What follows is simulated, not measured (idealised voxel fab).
The process module that follows is named voxel gate over fins.
It is cross-section cut that appears here, measuring 250 nm in width, its square cells being 5 nm in size.
Think of the cross-section as a grid of square cells. We describe it in bands, top to bottom, and each band covers one or more rows of those cells.
Top height, bottom height, nm. Materials left to right, width each, nm. Single material + "everywhere" = fills band edge to edge. "empty" = empty.
Below 0: as-received wafer, all one material; heights counted from there. Lowest band: no bottom, goes on down, written "0 and below".
Width spec "30->40" -> top row of cells at first value, bottom row at second value, equal per-row change in between.
Where the words "no modifications" appear for a step, the cross-section shows no cell changed by that step; every cell remained as before.
Look at "Unvented internal voids" for the closed voids: empty spaces with no open path to the top, sized 8 cells or up. Each is width x height at distance, distance from the left edge, all nm.
What comes after the settings on a step's line is commentary from the simulator itself on that step.
overlay nm: for a step with a mask, the amount by which the mask lay right of where it was planned; a negative amount means left of it.
Process steps - plan
1) RECEIVE [material Si]
2) CONFORMAL_DEP [material SiN] [thk nm 10]
3) DIRECTIONAL_DEP [material aC] [thk nm 15]
4) PATTERN [tone cover] [mask id FINS] [material resist] [width nm 15] [pitch nm 35] [thk nm 30] [overlay nm 0]
5) DIRECTIONAL_ETCH [etch materials aC] [depth nm 15]
6) STRIP [etch materials resist]
7) DIRECTIONAL_ETCH [etch materials SiN] [depth nm 10]
8) DIRECTIONAL_ETCH [etch materials Si] [depth nm 40]
9) STRIP [etch materials aC]
10) FILL_DEP [material SiO2] [thk nm 15]
11) CMP [height nm 10]
12) SELECTIVE_ETCH [etch materials SiO2] [depth nm 25]
13) STRIP [etch materials SiN]
14) CONFORMAL_DEP [material HfO2] [thk nm 5]
15) CONFORMAL_DEP [material TiN] [thk nm 5]
16) CONFORMAL_DEP [material TiAl] [thk nm 5]
17) CONFORMAL_DEP [material TiN] [thk nm 5]
18) FILL_DEP [material W] [thk nm 15]
19) CMP [height nm 30]
20) CONFORMAL_DEP [material SiN] [thk nm 5]
first wafer, as planned
Delivered wafer in cross-section: state after step 1
> 0 and below = Si everywhere
> Unvented internal voids: none
State of the wafer after step 2, shown in cross-section
> 10 down to 0 = SiN everywhere
> Nothing below the height 0 has changed.
State of the wafer after step 3, shown in cross-section
> 25 down to 10 = aC everywhere
> Nothing below the height 10 has changed.
State of the wafer after step 4, shown in cross-section
> 55 down to 25 = empty=100, resist=15, empty=20, resist=15, empty=100
> Nothing below the height 25 has changed.
State of the wafer after step 5, shown in cross-section
> 40 down to 25 = empty=100, resist=15, empty=20, resist=15, empty=100
> 25 down to 10 = empty=100, aC=15, empty=20, aC=15, empty=100
> Nothing below the height 10 has changed.
State of the wafer after step 6, shown in cross-section
> 25 down to 10 = empty=100, aC=15, empty=20, aC=15, empty=100
> Nothing below the height 10 has changed.
State of the wafer after step 7, shown in cross-section
> 25 down to 10 = empty=100, aC=15, empty=20, aC=15, empty=100
> 10 down to 0 = empty=100, SiN=15, empty=20, SiN=15, empty=100
> Nothing below the height 0 has changed.
State of the wafer after step 8, shown in cross-section
> 25 down to 10 = empty=100, aC=15, empty=20, aC=15, empty=100
> 10 down to 0 = empty=100, SiN=15, empty=20, SiN=15, empty=100
> 0 down to -40 = empty=100, Si=15, empty=20, Si=15, empty=100
> Nothing below the height -40 has changed.
State of the wafer after step 9, shown in cross-section
> 10 down to 0 = empty=100, SiN=15, empty=20, SiN=15, empty=100
> Nothing below the height 0 has changed.
State of the wafer after step 10, shown in cross-section
> 25 down to 10 = SiO2 everywhere
> 10 down to 0 = SiO2=100, SiN=15, SiO2=20, SiN=15, SiO2=100
> 0 down to -40 = SiO2=100, Si=15, SiO2=20, Si=15, SiO2=100
> Nothing below the height -40 has changed.
State of the wafer after step 11, shown in cross-section
> 10 down to 0 = SiO2=100, SiN=15, SiO2=20, SiN=15, SiO2=100
> Nothing below the height 0 has changed.
State of the wafer after step 12, shown in cross-section
> 10 down to 0 = empty=100, SiN=15, empty=20, SiN=15, empty=100
> 0 down to -15 = empty=100, Si=15, empty=20, Si=15, empty=100
> Nothing below the height -15 has changed.
State of the wafer after step 13, shown in cross-section
> 0 down to -15 = empty=100, Si=15, empty=20, Si=15, empty=100
> Nothing below the height -15 has changed.
State of the wafer after step 14, shown in cross-section
> 5 down to 0 = empty=95, HfO2=25, empty=10, HfO2=25, empty=95
> 0 down to -10 = empty=95, HfO2=5, Si=15, HfO2=5, empty=10, HfO2=5, Si=15, HfO2=5, empty=95
> -10 down to -15 = HfO2=100, Si=15, HfO2=20, Si=15, HfO2=100
> Nothing below the height -15 has changed.
State of the wafer after step 15, shown in cross-section
> 10 down to 5 = empty=90, TiN=70, empty=90
> 5 down to 0 = empty=90, TiN=5, HfO2=25, TiN=10, HfO2=25, TiN=5, empty=90
> 0 down to -5 = empty=90, TiN=5, HfO2=5, Si=15, HfO2=5, TiN=10, HfO2=5, Si=15, HfO2=5, TiN=5, empty=90
> -5 down to -10 = TiN=95, HfO2=5, Si=15, HfO2=5, TiN=10, HfO2=5, Si=15, HfO2=5, TiN=95
> Nothing below the height -10 has changed.
State of the wafer after step 16, shown in cross-section
> 15 down to 10 = empty=85, TiAl=80, empty=85
> 10 down to 5 = empty=85, TiAl=5, TiN=70, TiAl=5, empty=85
> 5 down to 0 = empty=85, TiAl=5, TiN=5, HfO2=25, TiN=10, HfO2=25, TiN=5, TiAl=5, empty=85
> 0 down to -5 = TiAl=90, TiN=5, HfO2=5, Si=15, HfO2=5, TiN=10, HfO2=5, Si=15, HfO2=5, TiN=5, TiAl=90
> Nothing below the height -5 has changed.
State of the wafer after step 17, shown in cross-section
> 20 down to 15 = empty=80, TiN=90, empty=80
> 15 down to 10 = empty=80, TiN=5, TiAl=80, TiN=5, empty=80
> 10 down to 5 = empty=80, TiN=5, TiAl=5, TiN=70, TiAl=5, TiN=5, empty=80
> 5 down to 0 = TiN=85, TiAl=5, TiN=5, HfO2=25, TiN=10, HfO2=25, TiN=5, TiAl=5, TiN=85
> Nothing below the height 0 has changed.
State of the wafer after step 18, shown in cross-section
> 35 down to 20 = W everywhere
> 20 down to 15 = W=80, TiN=90, W=80
> 15 down to 10 = W=80, TiN=5, TiAl=80, TiN=5, W=80
> 10 down to 5 = W=80, TiN=5, TiAl=5, TiN=70, TiAl=5, TiN=5, W=80
> Nothing below the height 5 has changed.
State of the wafer after step 19, shown in cross-section
> 30 down to 20 = W everywhere
> Nothing below the height 20 has changed.
State of the wafer after step 20, shown in cross-section
> 35 down to 30 = SiN everywhere
> Nothing below the height 30 has changed.
Now the other wafer: same start, same recipe, but we messed up one thing when running it. Up to and including step 7 it's the same as the first one
The second wafer in cross-section, at the planned close of step 8
> 25 down to 10 = empty=100, aC=15, empty=20, aC=15, empty=100
> 10 down to 0 = empty=100, SiN=15, empty=20, SiN=15, empty=100
> 0 down to -80 = empty=100, Si=15, empty=20, Si=15, empty=100
> Nothing below the height -80 has changed.
The second wafer in cross-section, at the planned close of step 9
> 10 down to 0 = empty=100, SiN=15, empty=20, SiN=15, empty=100
> Nothing below the height 0 has changed.
The second wafer in cross-section, at the planned close of step 10
> 25 down to 10 = SiO2 everywhere
> 10 down to 0 = SiO2=100, SiN=15, SiO2=20, SiN=15, SiO2=100
> 0 down to -80 = SiO2=100, Si=15, SiO2=20, Si=15, SiO2=100
> Nothing below the height -80 has changed.
The second wafer in cross-section, at the planned close of step 11
> 10 down to 0 = SiO2=100, SiN=15, SiO2=20, SiN=15, SiO2=100
> Nothing below the height 0 has changed.
The second wafer in cross-section, at the planned close of step 12
> 10 down to 0 = empty=100, SiN=15, empty=20, SiN=15, empty=100
> 0 down to -15 = empty=100, Si=15, empty=20, Si=15, empty=100
> Nothing below the height -15 has changed.
The second wafer in cross-section, at the planned close of step 13
> 0 down to -15 = empty=100, Si=15, empty=20, Si=15, empty=100
> Nothing below the height -15 has changed.
The second wafer in cross-section, at the planned close of step 14
> 5 down to 0 = empty=95, HfO2=25, empty=10, HfO2=25, empty=95
> 0 down to -10 = empty=95, HfO2=5, Si=15, HfO2=5, empty=10, HfO2=5, Si=15, HfO2=5, empty=95
> -10 down to -15 = HfO2=100, Si=15, HfO2=20, Si=15, HfO2=100
> Nothing below the height -15 has changed.
The second wafer in cross-section, at the planned close of step 15
> 10 down to 5 = empty=90, TiN=70, empty=90
> 5 down to 0 = empty=90, TiN=5, HfO2=25, TiN=10, HfO2=25, TiN=5, empty=90
> 0 down to -5 = empty=90, TiN=5, HfO2=5, Si=15, HfO2=5, TiN=10, HfO2=5, Si=15, HfO2=5, TiN=5, empty=90
> -5 down to -10 = TiN=95, HfO2=5, Si=15, HfO2=5, TiN=10, HfO2=5, Si=15, HfO2=5, TiN=95
> Nothing below the height -10 has changed.
The second wafer in cross-section, at the planned close of step 16
> 15 down to 10 = empty=85, TiAl=80, empty=85
> 10 down to 5 = empty=85, TiAl=5, TiN=70, TiAl=5, empty=85
> 5 down to 0 = empty=85, TiAl=5, TiN=5, HfO2=25, TiN=10, HfO2=25, TiN=5, TiAl=5, empty=85
> 0 down to -5 = TiAl=90, TiN=5, HfO2=5, Si=15, HfO2=5, TiN=10, HfO2=5, Si=15, HfO2=5, TiN=5, TiAl=90
> Nothing below the height -5 has changed.
The second wafer in cross-section, at the planned close of step 17
> 20 down to 15 = empty=80, TiN=90, empty=80
> 15 down to 10 = empty=80, TiN=5, TiAl=80, TiN=5, empty=80
> 10 down to 5 = empty=80, TiN=5, TiAl=5, TiN=70, TiAl=5, TiN=5, empty=80
> 5 down to 0 = TiN=85, TiAl=5, TiN=5, HfO2=25, TiN=10, HfO2=25, TiN=5, TiAl=5, TiN=85
> Nothing below the height 0 has changed.
The second wafer in cross-section, at the planned close of step 18
> 35 down to 20 = W everywhere
> 20 down to 15 = W=80, TiN=90, W=80
> 15 down to 10 = W=80, TiN=5, TiAl=80, TiN=5, W=80
> 10 down to 5 = W=80, TiN=5, TiAl=5, TiN=70, TiAl=5, TiN=5, W=80
> Nothing below the height 5 has changed.
The second wafer in cross-section, at the planned close of step 19
> 30 down to 20 = W everywhere
> Nothing below the height 20 has changed.
The second wafer in cross-section, at the planned close of step 20
> 35 down to 30 = SiN everywhere
> Nothing below the height 30 has changed.
Misprocessing identified: it should be noted that step 8 of the plan was executed twice
Count the cells at the end and the second wafer has more or fewer of some materials than the first: Si -352, SiO2 +352
